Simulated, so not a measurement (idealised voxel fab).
You're looking at the process module voxel gate over fins.
Square cells of 5 nm make up the cross-section cut, whose width is 225 nm.
Heads up, the way a cross-section reads in here is a grid of square cells, handed over as bands from the top down, with every band being one or more rows of cells. It is stipulated that each band's entry specify, in nanometres, the height of the top of the band and then that of its bottom, followed by the materials of the band in left-to-right sequence, each together with its width in nanometres. A single material marked by the word "edge to edge" is understood to fill the band from edge to edge; the word "air" is understood to denote empty space. Ref level 0: as-received wafer is one material below here. Bottom band extends down with no lower bound ("0 -> down"). You'd read "30..40" like this: the band's top row of cells is as wide as the first number, its bottom row is as wide as the second, and going down, every row changes width by the same amount as the row before did. Key: "no alteration" - step with no changed cell in the cross-section. Enclosed voids (no open way to top), threshold 8 cells or more, entry "Enclosed cavity list", notation width x height at distance, distance from left edge, nm. What comes after the settings on a step's line is commentary from the simulator itself on that step. The optional step-line setting "overlay nm" applies to steps with a mask and quantifies how far to the right of its planned location the mask lay, a negative value indicating leftward placement.

**The process steps that were planned are listed below**
1,op RECEIVE | material Si
2,op CONFORMAL_DEP | material SiN | thk nm 10
3,op PATTERN | tone cover | mask id FINS | material resist | width nm 15 | pitch nm 45 | thk nm 15 | overlay nm 0
4,op DIRECTIONAL_ETCH | etch materials SiN | depth nm 10
5,op DIRECTIONAL_ETCH | etch materials Si | depth nm 30
6,op STRIP | etch materials resist
7,op OXIDIZE | depth nm 5
8,op FILL_DEP | material SiO2 | thk nm 5
9,op CMP | height nm 10
10,op SELECTIVE_ETCH | etch materials SiO2 | depth nm 25
11,op STRIP | etch materials SiN
12,op CONFORMAL_DEP | material HfO2 | thk nm 5
13,op CONFORMAL_DEP | material TiN | thk nm 5
14,op CONFORMAL_DEP | material TiAl | thk nm 5
15,op CONFORMAL_DEP | material TiN | thk nm 5
16,op FILL_DEP | material W | thk nm 10
17,op CMP | height nm 25
18,op CONFORMAL_DEP | material SiCN | thk nm 5

**On the first of the two wafers: run conducted according to plan**

**Wafer as received: cross-section following step 1**
> 0 -> down = Si edge to edge
> Enclosed cavity list: none

**Take a look at the wafer's cross-section after step 2**
> 10 -> 0 = SiN edge to edge
> Lower than 0, everything is as it was.

**Take a look at the wafer's cross-section after step 3**
> 25 -> 10 = air 80 nm / resist 15 nm / air 30 nm / resist 15 nm / air 85 nm
> Lower than 10, everything is as it was.

**Take a look at the wafer's cross-section after step 4**
> 25 -> 10 = air 80 nm / resist 15 nm / air 30 nm / resist 15 nm / air 85 nm
> 10 -> 0 = air 80 nm / SiN 15 nm / air 30 nm / SiN 15 nm / air 85 nm
> Lower than 0, everything is as it was.

**Take a look at the wafer's cross-section after step 5**
> 25 -> 10 = air 80 nm / resist 15 nm / air 30 nm / resist 15 nm / air 85 nm
> 10 -> 0 = air 80 nm / SiN 15 nm / air 30 nm / SiN 15 nm / air 85 nm
> 0 -> -30 = air 80 nm / Si 15 nm / air 30 nm / Si 15 nm / air 85 nm
> Lower than -30, everything is as it was.

**Take a look at the wafer's cross-section after step 6**
> 10 -> 0 = air 80 nm / SiN 15 nm / air 30 nm / SiN 15 nm / air 85 nm
> Lower than 0, everything is as it was.

**Take a look at the wafer's cross-section after step 7**
> 10 -> 0 = air 80 nm / SiN 15 nm / air 30 nm / SiN 15 nm / air 85 nm
> 0 -> -30 = air 80 nm / SiO2 5 nm / Si 5 nm / SiO2 5 nm / air 30 nm / SiO2 5 nm / Si 5 nm / SiO2 5 nm / air 85 nm
> -30 -> -35 = SiO2 85 nm / Si 5 nm / SiO2 40 nm / Si 5 nm / SiO2 90 nm
> Lower than -35, everything is as it was.

**Take a look at the wafer's cross-section after step 8**
> 15 -> 10 = SiO2 edge to edge
> 10 -> 0 = SiO2 80 nm / SiN 15 nm / SiO2 30 nm / SiN 15 nm / SiO2 85 nm
> 0 -> -35 = SiO2 85 nm / Si 5 nm / SiO2 40 nm / Si 5 nm / SiO2 90 nm
> Lower than -35, everything is as it was.

**Take a look at the wafer's cross-section after step 9**
> 10 -> 0 = SiO2 80 nm / SiN 15 nm / SiO2 30 nm / SiN 15 nm / SiO2 85 nm
> Lower than 0, everything is as it was.

**Take a look at the wafer's cross-section after step 10**
> 10 -> 0 = air 80 nm / SiN 15 nm / air 30 nm / SiN 15 nm / air 85 nm
> 0 -> -15 = air 85 nm / Si 5 nm / air 40 nm / Si 5 nm / air 90 nm
> Lower than -15, everything is as it was.

**Take a look at the wafer's cross-section after step 11**
> 0 -> -15 = air 85 nm / Si 5 nm / air 40 nm / Si 5 nm / air 90 nm
> Lower than -15, everything is as it was.

**Take a look at the wafer's cross-section after step 12**
> 5 -> 0 = air 80 nm / HfO2 15 nm / air 30 nm / HfO2 15 nm / air 85 nm
> 0 -> -10 = air 80 nm / HfO2 5 nm / Si 5 nm / HfO2 5 nm / air 30 nm / HfO2 5 nm / Si 5 nm / HfO2 5 nm / air 85 nm
> -10 -> -15 = HfO2 85 nm / Si 5 nm / HfO2 40 nm / Si 5 nm / HfO2 90 nm
> Lower than -15, everything is as it was.

**Take a look at the wafer's cross-section after step 13**
> 10 -> 5 = air 75 nm / TiN 25 nm / air 20 nm / TiN 25 nm / air 80 nm
> 5 -> 0 = air 75 nm / TiN 5 nm / HfO2 15 nm / TiN 5 nm / air 20 nm / TiN 5 nm / HfO2 15 nm / TiN 5 nm / air 80 nm
> 0 -> -5 = air 75 nm / TiN 5 nm / HfO2 5 nm / Si 5 nm / HfO2 5 nm / TiN 5 nm / air 20 nm / TiN 5 nm / HfO2 5 nm / Si 5 nm / HfO2 5 nm / TiN 5 nm / air 80 nm
> -5 -> -10 = TiN 80 nm / HfO2 5 nm / Si 5 nm / HfO2 5 nm / TiN 30 nm / HfO2 5 nm / Si 5 nm / HfO2 5 nm / TiN 85 nm
> Lower than -10, everything is as it was.

**Take a look at the wafer's cross-section after step 14**
> 15 -> 10 = air 70 nm / TiAl 35 nm / air 10 nm / TiAl 35 nm / air 75 nm
> 10 -> 5 = air 70 nm / TiAl 5 nm / TiN 25 nm / TiAl 5 nm / air 10 nm / TiAl 5 nm / TiN 25 nm / TiAl 5 nm / air 75 nm
> 5 -> 0 = air 70 nm / TiAl 5 nm / TiN 5 nm / HfO2 15 nm / TiN 5 nm / TiAl 5 nm / air 10 nm / TiAl 5 nm / TiN 5 nm / HfO2 15 nm / TiN 5 nm / TiAl 5 nm / air 75 nm
> 0 -> -5 = TiAl 75 nm / TiN 5 nm / HfO2 5 nm / Si 5 nm / HfO2 5 nm / TiN 5 nm / TiAl 20 nm / TiN 5 nm / HfO2 5 nm / Si 5 nm / HfO2 5 nm / TiN 5 nm / TiAl 80 nm
> Lower than -5, everything is as it was.

**Take a look at the wafer's cross-section after step 15**
> 20 -> 15 = air 65 nm / TiN 90 nm / air 70 nm
> 15 -> 10 = air 65 nm / TiN 5 nm / TiAl 35 nm / TiN 10 nm / TiAl 35 nm / TiN 5 nm / air 70 nm
> 10 -> 5 = air 65 nm / TiN 5 nm / TiAl 5 nm / TiN 25 nm / TiAl 5 nm / TiN 10 nm / TiAl 5 nm / TiN 25 nm / TiAl 5 nm / TiN 5 nm / air 70 nm
> 5 -> 0 = TiN 70 nm / TiAl 5 nm / TiN 5 nm / HfO2 15 nm / TiN 5 nm / TiAl 5 nm / TiN 10 nm / TiAl 5 nm / TiN 5 nm / HfO2 15 nm / TiN 5 nm / TiAl 5 nm / TiN 75 nm
> Lower than 0, everything is as it was.

**Take a look at the wafer's cross-section after step 16**
> 30 -> 20 = W edge to edge
> 20 -> 15 = W 65 nm / TiN 90 nm / W 70 nm
> 15 -> 10 = W 65 nm / TiN 5 nm / TiAl 35 nm / TiN 10 nm / TiAl 35 nm / TiN 5 nm / W 70 nm
> 10 -> 5 = W 65 nm / TiN 5 nm / TiAl 5 nm / TiN 25 nm / TiAl 5 nm / TiN 10 nm / TiAl 5 nm / TiN 25 nm / TiAl 5 nm / TiN 5 nm / W 70 nm
> Lower than 5, everything is as it was.

**Take a look at the wafer's cross-section after step 17**
> 25 -> 20 = W edge to edge
> Lower than 20, everything is as it was.

**Take a look at the wafer's cross-section after step 18**
> 30 -> 25 = SiCN edge to edge
> Lower than 25, everything is as it was.

**Regarding the second of the two wafers: it shared the first wafer's starting condition and process plan, yet one error occurred during its execution. Its history coincides with that of the first wafer up to and including step 2**

**Cross-section of the second wafer when, according to plan, step 3 should have finished**
> 25 -> 10 = air 85 nm / resist 15 nm / air 30 nm / resist 15 nm / air 80 nm
> Lower than 10, everything is as it was.

**Cross-section of the second wafer when, according to plan, step 4 should have finished**
> 25 -> 10 = air 85 nm / resist 15 nm / air 30 nm / resist 15 nm / air 80 nm
> 10 -> 0 = air 85 nm / SiN 15 nm / air 30 nm / SiN 15 nm / air 80 nm
> Lower than 0, everything is as it was.

**Cross-section of the second wafer when, according to plan, step 5 should have finished**
> 25 -> 10 = air 85 nm / resist 15 nm / air 30 nm / resist 15 nm / air 80 nm
> 10 -> 0 = air 85 nm / SiN 15 nm / air 30 nm / SiN 15 nm / air 80 nm
> 0 -> -30 = air 85 nm / Si 15 nm / air 30 nm / Si 15 nm / air 80 nm
> Lower than -30, everything is as it was.

**Cross-section of the second wafer when, according to plan, step 6 should have finished**
> 10 -> 0 = air 85 nm / SiN 15 nm / air 30 nm / SiN 15 nm / air 80 nm
> Lower than 0, everything is as it was.

**Cross-section of the second wafer when, according to plan, step 7 should have finished**
> 10 -> 0 = air 85 nm / SiN 15 nm / air 30 nm / SiN 15 nm / air 80 nm
> 0 -> -30 = air 85 nm / SiO2 5 nm / Si 5 nm / SiO2 5 nm / air 30 nm / SiO2 5 nm / Si 5 nm / SiO2 5 nm / air 80 nm
> -30 -> -35 = SiO2 90 nm / Si 5 nm / SiO2 40 nm / Si 5 nm / SiO2 85 nm
> Lower than -35, everything is as it was.

**Cross-section of the second wafer when, according to plan, step 8 should have finished**
> 15 -> 10 = SiO2 edge to edge
> 10 -> 0 = SiO2 85 nm / SiN 15 nm / SiO2 30 nm / SiN 15 nm / SiO2 80 nm
> 0 -> -35 = SiO2 90 nm / Si 5 nm / SiO2 40 nm / Si 5 nm / SiO2 85 nm
> Lower than -35, everything is as it was.

**Cross-section of the second wafer when, according to plan, step 9 should have finished**
> 10 -> 0 = SiO2 85 nm / SiN 15 nm / SiO2 30 nm / SiN 15 nm / SiO2 80 nm
> Lower than 0, everything is as it was.

**Cross-section of the second wafer when, according to plan, step 10 should have finished**
> 10 -> 0 = air 85 nm / SiN 15 nm / air 30 nm / SiN 15 nm / air 80 nm
> 0 -> -15 = air 90 nm / Si 5 nm / air 40 nm / Si 5 nm / air 85 nm
> Lower than -15, everything is as it was.

**Cross-section of the second wafer when, according to plan, step 11 should have finished**
> 0 -> -15 = air 90 nm / Si 5 nm / air 40 nm / Si 5 nm / air 85 nm
> Lower than -15, everything is as it was.

**Cross-section of the second wafer when, according to plan, step 12 should have finished**
> 5 -> 0 = air 85 nm / HfO2 15 nm / air 30 nm / HfO2 15 nm / air 80 nm
> 0 -> -10 = air 85 nm / HfO2 5 nm / Si 5 nm / HfO2 5 nm / air 30 nm / HfO2 5 nm / Si 5 nm / HfO2 5 nm / air 80 nm
> -10 -> -15 = HfO2 90 nm / Si 5 nm / HfO2 40 nm / Si 5 nm / HfO2 85 nm
> Lower than -15, everything is as it was.

**Cross-section of the second wafer when, according to plan, step 13 should have finished**
> 10 -> 5 = air 80 nm / TiN 25 nm / air 20 nm / TiN 25 nm / air 75 nm
> 5 -> 0 = air 80 nm / TiN 5 nm / HfO2 15 nm / TiN 5 nm / air 20 nm / TiN 5 nm / HfO2 15 nm / TiN 5 nm / air 75 nm
> 0 -> -5 = air 80 nm / TiN 5 nm / HfO2 5 nm / Si 5 nm / HfO2 5 nm / TiN 5 nm / air 20 nm / TiN 5 nm / HfO2 5 nm / Si 5 nm / HfO2 5 nm / TiN 5 nm / air 75 nm
> -5 -> -10 = TiN 85 nm / HfO2 5 nm / Si 5 nm / HfO2 5 nm / TiN 30 nm / HfO2 5 nm / Si 5 nm / HfO2 5 nm / TiN 80 nm
> Lower than -10, everything is as it was.

**Cross-section of the second wafer when, according to plan, step 14 should have finished**
> 15 -> 10 = air 75 nm / TiAl 35 nm / air 10 nm / TiAl 35 nm / air 70 nm
> 10 -> 5 = air 75 nm / TiAl 5 nm / TiN 25 nm / TiAl 5 nm / air 10 nm / TiAl 5 nm / TiN 25 nm / TiAl 5 nm / air 70 nm
> 5 -> 0 = air 75 nm / TiAl 5 nm / TiN 5 nm / HfO2 15 nm / TiN 5 nm / TiAl 5 nm / air 10 nm / TiAl 5 nm / TiN 5 nm / HfO2 15 nm / TiN 5 nm / TiAl 5 nm / air 70 nm
> 0 -> -5 = TiAl 80 nm / TiN 5 nm / HfO2 5 nm / Si 5 nm / HfO2 5 nm / TiN 5 nm / TiAl 20 nm / TiN 5 nm / HfO2 5 nm / Si 5 nm / HfO2 5 nm / TiN 5 nm / TiAl 75 nm
> Lower than -5, everything is as it was.

**Cross-section of the second wafer when, according to plan, step 15 should have finished**
> 20 -> 15 = air 70 nm / TiN 90 nm / air 65 nm
> 15 -> 10 = air 70 nm / TiN 5 nm / TiAl 35 nm / TiN 10 nm / TiAl 35 nm / TiN 5 nm / air 65 nm
> 10 -> 5 = air 70 nm / TiN 5 nm / TiAl 5 nm / TiN 25 nm / TiAl 5 nm / TiN 10 nm / TiAl 5 nm / TiN 25 nm / TiAl 5 nm / TiN 5 nm / air 65 nm
> 5 -> 0 = TiN 75 nm / TiAl 5 nm / TiN 5 nm / HfO2 15 nm / TiN 5 nm / TiAl 5 nm / TiN 10 nm / TiAl 5 nm / TiN 5 nm / HfO2 15 nm / TiN 5 nm / TiAl 5 nm / TiN 70 nm
> Lower than 0, everything is as it was.

**Cross-section of the second wafer when, according to plan, step 16 should have finished**
> 30 -> 20 = W edge to edge
> 20 -> 15 = W 70 nm / TiN 90 nm / W 65 nm
> 15 -> 10 = W 70 nm / TiN 5 nm / TiAl 35 nm / TiN 10 nm / TiAl 35 nm / TiN 5 nm / W 65 nm
> 10 -> 5 = W 70 nm / TiN 5 nm / TiAl 5 nm / TiN 25 nm / TiAl 5 nm / TiN 10 nm / TiAl 5 nm / TiN 25 nm / TiAl 5 nm / TiN 5 nm / W 65 nm
> Lower than 5, everything is as it was.

**Cross-section of the second wafer when, according to plan, step 17 should have finished**
> 25 -> 20 = W edge to edge
> Lower than 20, everything is as it was.

**Cross-section of the second wafer when, according to plan, step 18 should have finished**
> 30 -> 25 = SiCN edge to edge
> Lower than 25, everything is as it was.
What was the processing mistake? step 3 went in with a setting other than planned; the actual run was op PATTERN | tone cover | mask id FINS | material resist | width nm 15 | pitch nm 45 | thk nm 15 | overlay nm 5
at the end the second wafer has, in cells: as many of each material as the first, in other places
